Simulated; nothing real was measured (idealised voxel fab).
Name of the process module below: voxel released beams
The cross-section on display is named cut; it measures 145 nm wide, and its cells are 5 nm squares.
Heads up, the way a cross-section reads in here is a grid of square cells, handed over as bands from the top down, with every band being one or more rows of cells. Top height, bottom height, nm. Materials left to right, width each, nm. Single material + "throughout" = fills band edge to edge. "empty" = empty. Ref level 0: as-received wafer is one material below here. Bottom band extends down with no lower bound ("0 -> down"). Per-row width for "30..40": begins at first number (top row of band), ends at second number (bottom row), increment between rows held constant. It should be understood that the words "remained the same", when stated for a given step, signify that the cross-section underwent no change in any of its cells during that step. Closed-off voids of 8+ cells (no open route to the top) go in "Sealed voids", written width x height at distance from the left edge, in nm. Whatever follows a step's settings on its line is a remark the simulator itself makes about that step. On any step carrying a mask, the "overlay nm" setting, if present on the step's line, tells how far right of its planned place the mask lay; negative values point to the left.
### Listed below are the process steps as planned
1: RECEIVE with material Si
2: CONFORMAL_DEP with material Al2O3, thk nm 5
3: DIRECTIONAL_DEP with material SiO2, thk nm 20
4: MASKED_ETCH with tone open, mask id ANCHOR, width nm 45, etch materials SiO2, depth nm 20, overlay nm 0
5: CONFORMAL_DEP with material polySi, thk nm 15
6: MASKED_ETCH with tone cover, mask id BEAM, width nm 90, etch materials polySi, depth nm 15, overlay nm 0
7: STRIP with etch materials SiO2
### Incoming wafer in cross-section (state: after step 1)
0 -> down: Si throughout
Sealed voids: none
### Module complete, cross-section. Starting point and plan per above. One mistake made in running the module
40 -> 25: empty=20 / polySi=25 / empty=15 / polySi=50 / empty=35
25 -> 20: empty=30 / polySi=15 / empty=15 / polySi=15 / empty=70
20 -> 5: empty=30 / polySi=45 / empty=70
5 -> 0: Al2O3 throughout
0 -> down: Si throughout
Sealed voids: none
Diagnosis: step 6 ran differently from the plan; actual operation with settings: MASKED_ETCH with tone cover, mask id BEAM, width nm 90, etch materials polySi, depth nm 15, overlay nm -5
